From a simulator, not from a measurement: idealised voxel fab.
Process module name: voxel transistor to metal
Square cells of 5 nm make up the cross-section cut, whose width is 185 nm.
How to read a cross-section here: the picture is a grid of square cells, written as bands going from the top down, and any band can span one or more rows of cells.
For a band, the entry starts with two heights in nm, that of the top and then that of the bottom, and carries on with the band's materials in order from left to right, each alongside its width in nm; the word "everywhere" beside a single material means it fills the band edge to edge, and "air" means empty space.
All heights in this document are referenced to 0, defined as the level beneath which the wafer, as received, consists entirely of one material. The lowest band is not bounded below; it extends indefinitely downward and is written in the form "from 0 down".
Top row gets the first number, bottom row gets the second, and each row in between changes by the same step: that is how a band width like "30 to 40" works.
Key: "no change" - step with no changed cell in the cross-section.
In "Sealed void list" the enclosed voids are listed, meaning empty spaces of 8 cells or larger without any opening to the top. The form is width x height at distance, distance from the left edge, units nm.
Read whatever lies past the settings on a step's line as the simulator's own remark about the step.
You can add "overlay nm" to a step's line. For a step with a mask, it describes how far the mask lay to the right of its planned position, and a negative number describes a lay to the left.

**Process steps - plan**
1. RECEIVE | material Si
2. CONFORMAL_DEP | material SiO2 | thk nm 5
3. CONFORMAL_DEP | material SiN | thk nm 15
4. DIRECTIONAL_DEP | material aC | thk nm 15
5. PATTERN | tone cover | mask id ACTIVE | material resist | width nm 95 | thk nm 30 | overlay nm 0
6. DIRECTIONAL_ETCH | etch materials aC | depth nm 15
7. STRIP | etch materials resist
8. DIRECTIONAL_ETCH | etch materials SiN | depth nm 15
9. DIRECTIONAL_ETCH | etch materials SiO2 | depth nm 5
10. DIRECTIONAL_ETCH | etch materials Si | depth nm 35
11. STRIP | etch materials aC
12. OXIDIZE | depth nm 5
13. FILL_DEP | material SiO2 | thk nm 10
14. CMP | height nm 20
15. SELECTIVE_ETCH | etch materials SiO2 | depth nm 15
16. STRIP | etch materials SiN
17. SELECTIVE_ETCH | etch materials SiO2 | depth nm 5
18. OXIDIZE | depth nm 5
19. DIRECTIONAL_DEP | material polySi | thk nm 20
20. DIRECTIONAL_DEP | material SiCN | thk nm 10
21. MASKED_ETCH | tone cover | mask id GATE | width nm 15 | etch materials SiCN | depth nm 20 | overlay nm 0
22. MASKED_ETCH | tone cover | mask id GATE | width nm 25 | etch materials polySi | depth nm 30 | overlay nm 0
23. CONFORMAL_DEP | material SiN | thk nm 5
24. DIRECTIONAL_ETCH | etch materials SiN | depth nm 5
25. DIRECTIONAL_ETCH | etch materials SiO2 | depth nm 5
26. DIRECTIONAL_ETCH | etch materials Si | depth nm 10
27. EPI | material SiGe | thk nm 10
28. FILL_DEP | material SiO2 | thk nm 10
29. CMP | height nm 20
30. STRIP | etch materials polySi
31. SELECTIVE_ETCH | etch materials SiO2 | depth nm 5
32. CONFORMAL_DEP | material HfO2 | thk nm 5
33. CONFORMAL_DEP | material TiN | thk nm 5
34. FILL_DEP | material W | thk nm 10
35. CMP | height nm 15
36. DIRECTIONAL_DEP | material SiO2 | thk nm 15
37. DIRECTIONAL_DEP | material aC | thk nm 15
38. PATTERN | tone open | mask id CONTACT | material resist | width nm 15 | pitch nm 70 | thk nm 35 | overlay nm 0
39. DIRECTIONAL_ETCH | etch materials aC | depth nm 15
40. STRIP | etch materials resist
41. DIRECTIONAL_ETCH | etch materials SiO2 | depth nm 35
42. STRIP | etch materials aC
43. CONFORMAL_DEP | material TiN | thk nm 5
44. FILL_DEP | material W | thk nm 10
45. CMP | height nm 30
46. DIRECTIONAL_DEP | material TiN | thk nm 5
47. DIRECTIONAL_DEP | material W | thk nm 25
48. MASKED_ETCH | tone cover | mask id METAL_1 | width nm 15 | pitch nm 70 | etch materials W | depth nm 25 | overlay nm 0
49. MASKED_ETCH | tone cover | mask id METAL_1 | width nm 15 | pitch nm 70 | etch materials TiN | depth nm 5 | overlay nm 0
50. CONFORMAL_DEP | material SiN | thk nm 5
51. FILL_DEP | material SiO2 | thk nm 10
52. CMP | height nm 60
53. CONFORMAL_DEP | material SiCN | thk nm 5
For this document, wafers share an identical start and vary in the step 21 width nm; the plan quotes the first wafer's value.

**The as-received cross-section of the first of several wafers corresponds to the state after step 1**
* from 0 down = Si everywhere
* Sealed void list: none

**Module end state after final step 53: cross-section of the first of several wafers**
* from 65 to 60 = SiCN everywhere
* from 60 to 35 = SiO2 (45), then SiN (5), then W (15), then SiN (5), then SiO2 (45), then SiN (5), then W (15), then SiN (5), then SiO2 (45)
* from 35 to 30 = SiN (50), then TiN (15), then SiN (55), then TiN (15), then SiN (50)
* from 30 to 15 = SiO2 (50), then TiN (5), then W (5), then TiN (5), then SiO2 (55), then TiN (5), then W (5), then TiN (5), then SiO2 (50)
* from 15 to 5 = SiO2 (50), then TiN (5), then W (5), then TiN (5), then SiO2 (10), then SiN (5), then HfO2 (5), then TiN (5), then W (5), then TiN (5), then HfO2 (5), then SiN (5), then SiO2 (10), then TiN (5), then W (5), then TiN (5), then SiO2 (50)
* from 5 to 0 = SiO2 (50), then TiN (5), then W (5), then TiN (5), then SiGe (10), then SiN (5), then HfO2 (5), then TiN (15), then HfO2 (5), then SiN (5), then SiGe (10), then TiN (5), then W (5), then TiN (5), then SiO2 (50)
* from 0 to -5 = SiO2 (50), then TiN (15), then SiGe (10), then HfO2 (35), then SiGe (10), then TiN (15), then SiO2 (50)
* from -5 to -15 = SiO2 (50), then SiGe (25), then Si (35), then SiGe (25), then SiO2 (50)
* from -15 to -40 = SiO2 (50), then Si (85), then SiO2 (50)
* from -40 down = Si everywhere
* Sealed void list: none

**X-section, last wafer, module end**
* from 65 to 60 = SiCN everywhere
* from 60 to 35 = SiO2 (45), then SiN (5), then W (15), then SiN (5), then SiO2 (45), then SiN (5), then W (15), then SiN (5), then SiO2 (45)
* from 35 to 30 = SiN (50), then TiN (15), then SiN (55), then TiN (15), then SiN (50)
* from 30 to 15 = SiO2 (50), then TiN (5), then W (5), then TiN (5), then SiO2 (55), then TiN (5), then W (5), then TiN (5), then SiO2 (50)
* from 15 to 10 = SiO2 (50), then TiN (5), then W (5), then TiN (5), then SiO2 (5), then SiN (5), then HfO2 (5), then TiN (5), then W (20), then TiN (5), then HfO2 (5), then SiN (5), then TiN (5), then W (5), then TiN (5), then SiO2 (50)
* from 10 to 5 = SiO2 (50), then TiN (15), then SiO2 (5), then SiN (5), then HfO2 (5), then TiN (5), then W (20), then TiN (5), then HfO2 (5), then SiN (5), then TiN (15), then SiO2 (50)
* from 5 to 0 = SiO2 (50), then TiN (10), then SiGe (10), then SiN (5), then HfO2 (5), then TiN (30), then HfO2 (5), then SiN (5), then SiGe (10), then TiN (5), then SiO2 (50)
* from 0 to -5 = SiO2 (50), then TiN (10), then SiGe (10), then HfO2 (50), then SiGe (10), then TiN (5), then SiO2 (50)
* from -5 to -15 = SiO2 (50), then SiGe (20), then Si (50), then SiGe (15), then SiO2 (50)
* from -15 to -40 = SiO2 (50), then Si (85), then SiO2 (50)
* from -40 down = Si everywhere
* Sealed void list: none

**Quick key for the table: a row per wafer, taken at the end of the module. For each material it tells you how many cells the wafer gained (+) or lost (-) since it came in, and the closed voids come after**
width nm 15 | +13 HfO2 | -197 Si | +37 SiCN | +28 SiGe | +57 SiN | +456 SiO2 | +43 TiN | +44 W | Sealed void list: none
width nm 20 | +13 HfO2 | -197 Si | +37 SiCN | +28 SiGe | +57 SiN | +456 SiO2 | +43 TiN | +44 W | Sealed void list: none
width nm 25 | +13 HfO2 | -197 Si | +37 SiCN | +28 SiGe | +57 SiN | +456 SiO2 | +43 TiN | +44 W | Sealed void list: none
width nm 30 | +14 HfO2 | -195 Si | +37 SiCN | +26 SiGe | +57 SiN | +454 SiO2 | +44 TiN | +44 W | Sealed void list: none
width nm 35 | +15 HfO2 | -193 Si | +37 SiCN | +24 SiGe | +57 SiN | +452 SiO2 | +45 TiN | +44 W | Sealed void list: none
width nm 40 | +16 HfO2 | -191 Si | +37 SiCN | +22 SiGe | +57 SiN | +450 SiO2 | +44 TiN | +46 W | Sealed void list: none
